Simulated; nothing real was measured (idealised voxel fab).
Herein follows the process module entitled voxel transistor to metal.
The cross-section on display is named cut; it measures 200 nm wide, and its cells are 5 nm squares.
Cross-section format: a grid of square cells, given as bands from top to bottom; each band is one or more rows of cells. Heads up on the band format: heights come first, top then bottom, in nm. After that it's the materials left to right, each with its width in nm. A single material flagged "throughout" fills the whole band edge to edge, and "empty" means there's empty space there. Heights from 0 (as-received wafer is one material below). Bottom band endless downward, as "0 nm and below". A width given as "30->40" starts at the first number in the band's top row and ends at the second number in its bottom row, shifting by an equal amount at every step from row to row. Where the words "same as before" appear for a step, the cross-section shows no cell changed by that step; every cell remained as before. Listed closed voids: empty space of 8 cells or more with no open way to the top, each as width x height at its distance from the left edge, in nm. Heads up: the bit after the settings on a step's line is the simulator's remark on that step. The line of a step may include "overlay nm". On a step with a mask, this value is how far to the right of its planned place the mask lay. A negative value means the mask lay to the left.

Below is the list of planned process steps:
1. RECEIVE [material Si]
2. CONFORMAL_DEP [material SiO2] [thk nm 5]
3. CONFORMAL_DEP [material SiN] [thk nm 10]
4. MASKED_ETCH [tone cover] [mask id ACTIVE] [width nm 115] [etch materials SiN] [depth nm 10] [overlay nm 0]
5. MASKED_ETCH [tone cover] [mask id ACTIVE] [width nm 115] [etch materials SiO2] [depth nm 5] [overlay nm 0]
6. MASKED_ETCH [tone cover] [mask id ACTIVE] [width nm 115] [etch materials Si] [depth nm 35] [overlay nm 0]
7. FILL_DEP [material SiO2] [thk nm 10]
8. CMP [height nm 15]
9. SELECTIVE_ETCH [etch materials SiO2] [depth nm 10]
10. STRIP [etch materials SiN]
11. SELECTIVE_ETCH [etch materials SiO2] [depth nm 5]
12. OXIDIZE [depth nm 5]
13. DIRECTIONAL_DEP [material polySi] [thk nm 25]
14. DIRECTIONAL_DEP [material SiCN] [thk nm 15]
15. PATTERN [tone cover] [mask id GATE] [material resist] [width nm 35] [thk nm 20] [overlay nm 0]
16. DIRECTIONAL_ETCH [etch materials SiCN] [depth nm 25]
17. DIRECTIONAL_ETCH [etch materials polySi] [depth nm 35]
18. STRIP [etch materials resist]
19. CONFORMAL_DEP [material SiN] [thk nm 5]
20. DIRECTIONAL_ETCH [etch materials SiN] [depth nm 5]
21. DIRECTIONAL_ETCH [etch materials SiO2] [depth nm 5]
22. EPI [material nSi] [thk nm 5]
23. FILL_DEP [material SiO2] [thk nm 5]
24. CMP [height nm 25]
25. STRIP [etch materials polySi]
26. SELECTIVE_ETCH [etch materials SiO2] [depth nm 5]
27. CONFORMAL_DEP [material HfO2] [thk nm 5]
28. CONFORMAL_DEP [material TiN] [thk nm 5]
29. FILL_DEP [material W] [thk nm 5]
30. CMP [height nm 20]
31. DIRECTIONAL_DEP [material SiO2] [thk nm 15]
32. DIRECTIONAL_DEP [material aC] [thk nm 10]
33. PATTERN [tone open] [mask id CONTACT] [material resist] [width nm 15] [pitch nm 90] [thk nm 25] [overlay nm 0]
34. DIRECTIONAL_ETCH [etch materials aC] [depth nm 10]
35. STRIP [etch materials resist]
36. DIRECTIONAL_ETCH [etch materials SiO2] [depth nm 35]
37. STRIP [etch materials aC]
38. CONFORMAL_DEP [material TiN] [thk nm 5]
39. FILL_DEP [material W] [thk nm 5]
40. CMP [height nm 35]
41. CONFORMAL_DEP [material SiCN] [thk nm 5]
42. DIRECTIONAL_DEP [material SiO2] [thk nm 25]
43. DIRECTIONAL_DEP [material aC] [thk nm 15]
44. PATTERN [tone open] [mask id METAL_1] [material resist] [width nm 15] [pitch nm 90] [thk nm 30] [overlay nm 0]
45. DIRECTIONAL_ETCH [etch materials aC] [depth nm 15]
46. STRIP [etch materials resist]
47. DIRECTIONAL_ETCH [etch materials SiO2] [depth nm 25]
48. DIRECTIONAL_ETCH [etch materials SiCN] [depth nm 5]
49. STRIP [etch materials aC]
50. CONFORMAL_DEP [material TiN] [thk nm 5]
51. FILL_DEP [material Cu] [thk nm 5]
52. CMP [height nm 65]
53. CONFORMAL_DEP [material SiCN] [thk nm 5]
54. DIRECTIONAL_DEP [material SiO2] [thk nm 30]
55. PATTERN [tone open] [mask id METAL_2] [material resist] [width nm 15] [pitch nm 90] [thk nm 20] [overlay nm 0]
56. DIRECTIONAL_ETCH [etch materials SiO2] [depth nm 20]
57. STRIP [etch materials resist]
58. MASKED_ETCH [tone open] [mask id METAL_2_HOLES] [width nm 15] [pitch nm 90] [etch materials SiO2] [depth nm 10] [overlay nm 0]
59. MASKED_ETCH [tone open] [mask id METAL_2_HOLES] [width nm 15] [pitch nm 90] [etch materials SiCN] [depth nm 5] [overlay nm 0]
60. CONFORMAL_DEP [material TiN] [thk nm 5]
61. FILL_DEP [material Ru] [thk nm 10]
62. CMP [height nm 100]
63. CONFORMAL_DEP [material SiCN] [thk nm 5]

Wafer cross-section on receipt, i.e. after step 1:
- 0 nm and below: Si throughout
- Listed closed voids: none

Final cross-section, module run with one mistake (start and plan as above):
- 105 nm to 100 nm: SiCN throughout
- 100 nm to 70 nm: SiO2 (45) | TiN (5) | Ru (5) | TiN (5) | SiO2 (75) | TiN (5) | Ru (5) | TiN (5) | SiO2 (50)
- 70 nm to 65 nm: SiCN (45) | TiN (15) | SiCN (75) | TiN (15) | SiCN (50)
- 65 nm to 40 nm: SiO2 (45) | TiN (5) | Cu (5) | TiN (5) | SiO2 (75) | TiN (5) | Cu (5) | TiN (5) | SiO2 (50)
- 40 nm to 35 nm: SiCN (45) | TiN (15) | SiCN (75) | TiN (15) | SiCN (50)
- 35 nm to 20 nm: SiO2 (45) | TiN (5) | W (5) | TiN (5) | SiO2 (75) | TiN (5) | W (5) | TiN (5) | SiO2 (50)
- 20 nm to 5 nm: SiO2 (45) | TiN (5) | W (5) | TiN (5) | SiO2 (15) | SiN (5) | HfO2 (5) | TiN (5) | W (15) | TiN (5) | HfO2 (5) | SiN (5) | SiO2 (15) | TiN (5) | W (5) | TiN (5) | SiO2 (50)
- 5 nm to 0 nm: SiO2 (45) | TiN (15) | SiO2 (15) | SiN (5) | HfO2 (5) | TiN (25) | HfO2 (5) | SiN (5) | SiO2 (15) | TiN (15) | SiO2 (50)
- 0 nm to -5 nm: SiO2 (75) | HfO2 (45) | SiO2 (80)
- -5 nm to -10 nm: SiO2 throughout
- -10 nm to -35 nm: SiO2 (40) | Si (115) | SiO2 (45)
- -35 nm and below: Si throughout
- Listed closed voids: none
Against the plan, the run slipped here: heads up, step 12 didn't go per plan, it actually ran as OXIDIZE [depth nm 10]
